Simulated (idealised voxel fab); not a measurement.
process module | voxel self aligned contacts
cross-section cut | 285 nm wide | cells 5 nm
A cross-section is a grid of square cells, given in bands from the top down. A band is one or more rows of cells.
Each band's line starts with the height of the band's top and of its bottom, in nm. Then come its materials from left to right, each with its width in nm. One material with "throughout" fills the band from edge to edge. "air" is empty space.
Height 0 is the level under which the wafer as received is all one material. The lowest band goes on downwards, as in "0 down".
A width such as "30 to 40" changes by the same amount from each row of cells to the next, from the band's top row to its bottom row.
"no change" after a step means that no cell of the cross-section changed.
closed voids: empty space of 8 cells or more with no open way to the top, each as width x height at its distance from the left edge, in nm
after a step's settings: what the simulator itself notes on the step
overlay nm, on a step with a mask: how far to the right of its planned place the mask lay; to the left if negative
plan
1 op RECEIVE | material Si
2 op OXIDIZE | depth nm 5
3 op DIRECTIONAL_DEP | material polySi | thk nm 30
4 op DIRECTIONAL_DEP | material SiN | thk nm 20
5 op MASKED_ETCH | tone cover | mask id GATE | width nm 25 | pitch nm 70 | etch materials SiN | depth nm 20 | overlay nm 0
6 op MASKED_ETCH | tone cover | mask id GATE | width nm 25 | pitch nm 70 | etch materials polySi | depth nm 30 | overlay nm 0
7 op CONFORMAL_DEP | material SiN | thk nm 10
8 op DIRECTIONAL_ETCH | etch materials SiN | depth nm 10
9 op FILL_DEP | material SiO2 | thk nm 20
10 op CMP | height nm 60
11 op DIRECTIONAL_DEP | material aC | thk nm 10
12 op PATTERN | tone open | mask id CONTACT | material resist | width nm 55 | pitch nm 70 | thk nm 30 | overlay nm 0
13 op DIRECTIONAL_ETCH | etch materials aC | depth nm 10
14 op STRIP | etch materials resist
15 op DIRECTIONAL_ETCH | etch materials SiO2 | depth nm 65
16 op STRIP | etch materials aC
17 op CONFORMAL_DEP | material TiN | thk nm 5
18 op FILL_DEP | material W | thk nm 10
19 op CMP | height nm 60
20 op CONFORMAL_DEP | material SiN | thk nm 5
first wafer, as planned
as received, after step 1
  0 down: Si throughout
  closed voids: none
after step 2
  0 to -5: SiO2 throughout
  below -5: unchanged
after step 3
  30 to 0: polySi throughout
  below 0: unchanged
after step 4
  50 to 30: SiN throughout
  below 30: unchanged
after step 5
  50 to 30: air 60 | SiN 25 | air 45 | SiN 25 | air 45 | SiN 25 | air 60
  below 30: unchanged
after step 6
  50 to 30: air 60 | SiN 25 | air 45 | SiN 25 | air 45 | SiN 25 | air 60
  30 to 0: air 60 | polySi 25 | air 45 | polySi 25 | air 45 | polySi 25 | air 60
  below 0: unchanged
after step 7
  60 to 30: air 50 | SiN 45 | air 25 | SiN 45 | air 25 | SiN 45 | air 50
  30 to 10: air 50 | SiN 10 | polySi 25 | SiN 10 | air 25 | SiN 10 | polySi 25 | SiN 10 | air 25 | SiN 10 | polySi 25 | SiN 10 | air 50
  10 to 0: SiN 60 | polySi 25 | SiN 45 | polySi 25 | SiN 45 | polySi 25 | SiN 60
  below 0: unchanged
after step 8
  50 to 30: air 50 | SiN 45 | air 25 | SiN 45 | air 25 | SiN 45 | air 50
  30 to 0: air 50 | SiN 10 | polySi 25 | SiN 10 | air 25 | SiN 10 | polySi 25 | SiN 10 | air 25 | SiN 10 | polySi 25 | SiN 10 | air 50
  below 0: unchanged
after step 9
  70 to 50: SiO2 throughout
  50 to 30: SiO2 50 | SiN 45 | SiO2 25 | SiN 45 | SiO2 25 | SiN 45 | SiO2 50
  30 to 0: SiO2 50 | SiN 10 | polySi 25 | SiN 10 | SiO2 25 | SiN 10 | polySi 25 | SiN 10 | SiO2 25 | SiN 10 | polySi 25 | SiN 10 | SiO2 50
  below 0: unchanged
after step 10
  60 to 50: SiO2 throughout
  below 50: unchanged
after step 11
  70 to 60: aC throughout
  below 60: unchanged
after step 12
  100 to 70: resist 80 | air 55 | resist 15 | air 55 | resist 80
  below 70: unchanged
after step 13
  90 to 70: resist 80 | air 55 | resist 15 | air 55 | resist 80
  70 to 60: aC 80 | air 55 | aC 15 | air 55 | aC 80
  below 60: unchanged
after step 14
  70 to 60: aC 80 | air 55 | aC 15 | air 55 | aC 80
  below 60: unchanged
after step 15
  70 to 60: aC 80 | air 55 | aC 15 | air 55 | aC 80
  60 to 50: SiO2 80 | air 55 | SiO2 15 | air 55 | SiO2 80
  50 to 30: SiO2 50 | SiN 45 | air 25 | SiN 45 | air 25 | SiN 45 | SiO2 50
  30 to 0: SiO2 50 | SiN 10 | polySi 25 | SiN 10 | air 25 | SiN 10 | polySi 25 | SiN 10 | air 25 | SiN 10 | polySi 25 | SiN 10 | SiO2 50
  0 to -5: SiO2 95 | air 25 | SiO2 45 | air 25 | SiO2 95
  below -5: unchanged
after step 16
  60 to 50: SiO2 80 | air 55 | SiO2 15 | air 55 | SiO2 80
  below 50: unchanged
after step 17
  65 to 60: TiN 85 | air 45 | TiN 25 | air 45 | TiN 85
  60 to 50: SiO2 80 | TiN 5 to 20 | air 45 to 15 | TiN 5 to 20 | SiO2 15 | TiN 5 to 20 | air 45 to 15 | TiN 5 to 20 | SiO2 80
  50 to 30: SiO2 50 | SiN 45 | TiN 5 | air 15 | TiN 5 | SiN 45 | TiN 5 | air 15 | TiN 5 | SiN 45 | SiO2 50
  30 to 0: SiO2 50 | SiN 10 | polySi 25 | SiN 10 | TiN 5 | air 15 | TiN 5 | SiN 10 | polySi 25 | SiN 10 | TiN 5 | air 15 | TiN 5 | SiN 10 | polySi 25 | SiN 10 | SiO2 50
  0 to -5: SiO2 95 | TiN 25 | SiO2 45 | TiN 25 | SiO2 95
  below -5: unchanged
after step 18
  75 to 65: W throughout
  65 to 60: TiN 85 | W 45 | TiN 25 | W 45 | TiN 85
  60 to 50: SiO2 80 | TiN 5 to 20 | W 45 to 15 | TiN 5 to 20 | SiO2 15 | TiN 5 to 20 | W 45 to 15 | TiN 5 to 20 | SiO2 80
  50 to 30: SiO2 50 | SiN 45 | TiN 5 | W 15 | TiN 5 | SiN 45 | TiN 5 | W 15 | TiN 5 | SiN 45 | SiO2 50
  30 to 0: SiO2 50 | SiN 10 | polySi 25 | SiN 10 | TiN 5 | W 15 | TiN 5 | SiN 10 | polySi 25 | SiN 10 | TiN 5 | W 15 | TiN 5 | SiN 10 | polySi 25 | SiN 10 | SiO2 50
  below 0: unchanged
after step 19
  60 to 50: SiO2 80 | TiN 5 to 20 | W 45 to 15 | TiN 5 to 20 | SiO2 15 | TiN 5 to 20 | W 45 to 15 | TiN 5 to 20 | SiO2 80
  below 50: unchanged
after step 20
  65 to 60: SiN throughout
  below 60: unchanged
second wafer: like start, like plan, one mistake. Through step 8 it matches the first wafer
when step 9 should have ended
  70 to 30: SiN throughout
  30 to 0: SiN 60 | polySi 25 | SiN 45 | polySi 25 | SiN 45 | polySi 25 | SiN 60
  below 0: unchanged
when step 10 should have ended
  60 to 30: SiN throughout
  below 30: unchanged
when step 11 should have ended
  70 to 60: aC throughout
  below 60: unchanged
when step 12 should have ended
  100 to 70: resist 80 | air 55 | resist 15 | air 55 | resist 80
  below 70: unchanged
when step 13 should have ended
  90 to 70: resist 80 | air 55 | resist 15 | air 55 | resist 80
  70 to 60: aC 80 | air 55 | aC 15 | air 55 | aC 80
  below 60: unchanged
when step 14 should have ended
  70 to 60: aC 80 | air 55 | aC 15 | air 55 | aC 80
  below 60: unchanged
when step 15 should have ended: no change
when step 16 should have ended
  60 to 30: SiN throughout
  below 30: unchanged
when step 17 should have ended
  65 to 60: TiN throughout
  below 60: unchanged
when step 18 should have ended
  75 to 65: W throughout
  below 65: unchanged
when step 19 should have ended
  60 to 30: SiN throughout
  below 30: unchanged
when step 20 should have ended
  65 to 30: SiN throughout
  below 30: unchanged
what went wrong: step 9 ran as: op FILL_DEP | material SiN | thk nm 20
at the end the second wafer has, in cells: 414 more of SiN | 260 fewer of SiO2 | 70 fewer of TiN | 84 fewer of W
